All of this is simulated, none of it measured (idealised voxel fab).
Documented hereafter: the process module known as voxel lift off.
The cross-section shown here is cut; it is 295 nm wide and divided into square cells measuring 5 nm on a side.
A cross-section in this document is a grid of square cells, and it is written down as bands, the top band listed before the ones below it; a band is made up of one or more rows of cells. Basically the band line says how high the top is and how high the bottom is, in nm, and then what's in it from left to right, every material with its width in nm. Empty space shows up as "air", and if a single material carries "everywhere" it runs the full band edge to edge. Zero point of the height axis is 0; under it, received wafer = one material. Lowest band: continues down indefinitely, "0 down". Quick explanation for "30..40": the width changes in equal steps down the rows of cells, from the first number in the band's top row to the second number in its bottom row. Basically "remains unaltered" means that step didn't change any cell in the cross-section. "Fully sealed cavities" - sealed voids, min. 8 cells, no opening to top; format: width x height at distance (distance from left edge; nm throughout). The remark found on a step's line after its settings is issued by the simulator itself and pertains to that step. Each step line may optionally specify "overlay nm", which for a step with a mask gives the rightward distance between the mask's planned place and where it lay, a negative value indicating the leftward direction.

# plan
1. RECEIVE: material Si
2. CONFORMAL_DEP: material Al2O3, thk nm 15
3. PATTERN: tone open, mask id LINES, material resist, width nm 30, pitch nm 55, thk nm 15, overlay nm 0
4. DIRECTIONAL_DEP: material Ru, thk nm 5
5. STRIP: etch materials resist
6. CONFORMAL_DEP: material SiO2, thk nm 10

# The first of the two wafers, which ran as planned

# Cross-sectional view of the wafer in its as-received condition, corresponding to the state after step 1
    0 down  Si everywhere
    Fully sealed cavities: none

# Cross-sectional representation of the wafer at the conclusion of step 2
    15 to 0  Al2O3 everywhere
    At heights below 0, the structure remains unaltered.

# Cross-sectional representation of the wafer at the conclusion of step 3
    30 to 15  75 nm resist | 30 nm air | 25 nm resist | 30 nm air | 25 nm resist | 30 nm air | 80 nm resist
    At heights below 15, the structure remains unaltered.

# Cross-sectional representation of the wafer at the conclusion of step 4
    35 to 30  75 nm Ru | 30 nm air | 25 nm Ru | 30 nm air | 25 nm Ru | 30 nm air | 80 nm Ru
    30 to 20  75 nm resist | 30 nm air | 25 nm resist | 30 nm air | 25 nm resist | 30 nm air | 80 nm resist
    20 to 15  75 nm resist | 30 nm Ru | 25 nm resist | 30 nm Ru | 25 nm resist | 30 nm Ru | 80 nm resist
    At heights below 15, the structure remains unaltered.

# Cross-sectional representation of the wafer at the conclusion of step 5
    20 to 15  75 nm air | 30 nm Ru | 25 nm air | 30 nm Ru | 25 nm air | 30 nm Ru | 80 nm air
    At heights below 15, the structure remains unaltered.

# Cross-sectional representation of the wafer at the conclusion of step 6
    30 to 25  65 nm air | 50 nm SiO2 | 5 nm air | 50 nm SiO2 | 5 nm air | 50 nm SiO2 | 70 nm air
    25 to 20  SiO2 everywhere
    20 to 15  75 nm SiO2 | 30 nm Ru | 25 nm SiO2 | 30 nm Ru | 25 nm SiO2 | 30 nm Ru | 80 nm SiO2
    At heights below 15, the structure remains unaltered.

# Notes, second wafer: start = first wafer's, plan = first wafer's, execution had one mistake; history identical to first through step 2

# The second wafer in cross-section, at the planned close of step 3
    30 to 15  70 nm resist | 40 nm air | 15 nm resist | 40 nm air | 15 nm resist | 40 nm air | 75 nm resist
    At heights below 15, the structure remains unaltered.

# The second wafer in cross-section, at the planned close of step 4
    35 to 30  70 nm Ru | 40 nm air | 15 nm Ru | 40 nm air | 15 nm Ru | 40 nm air | 75 nm Ru
    30 to 20  70 nm resist | 40 nm air | 15 nm resist | 40 nm air | 15 nm resist | 40 nm air | 75 nm resist
    20 to 15  70 nm resist | 40 nm Ru | 15 nm resist | 40 nm Ru | 15 nm resist | 40 nm Ru | 75 nm resist
    At heights below 15, the structure remains unaltered.

# The second wafer in cross-section, at the planned close of step 5
    20 to 15  70 nm air | 40 nm Ru | 15 nm air | 40 nm Ru | 15 nm air | 40 nm Ru | 75 nm air
    At heights below 15, the structure remains unaltered.

# The second wafer in cross-section, at the planned close of step 6
    30 to 25  60 nm air | 170 nm SiO2 | 65 nm air
    25 to 20  SiO2 everywhere
    20 to 15  70 nm SiO2 | 40 nm Ru | 15 nm SiO2 | 40 nm Ru | 15 nm SiO2 | 40 nm Ru | 75 nm SiO2
    At heights below 15, the structure remains unaltered.
Diagnosis: contrary to plan, step 3 was performed as PATTERN: tone open, mask id LINES, material resist, width nm 40, pitch nm 55, thk nm 15, overlay nm 0
The second wafer ends with more or fewer cells of some materials than the first, per final count: Ru +6 | SiO2 -2
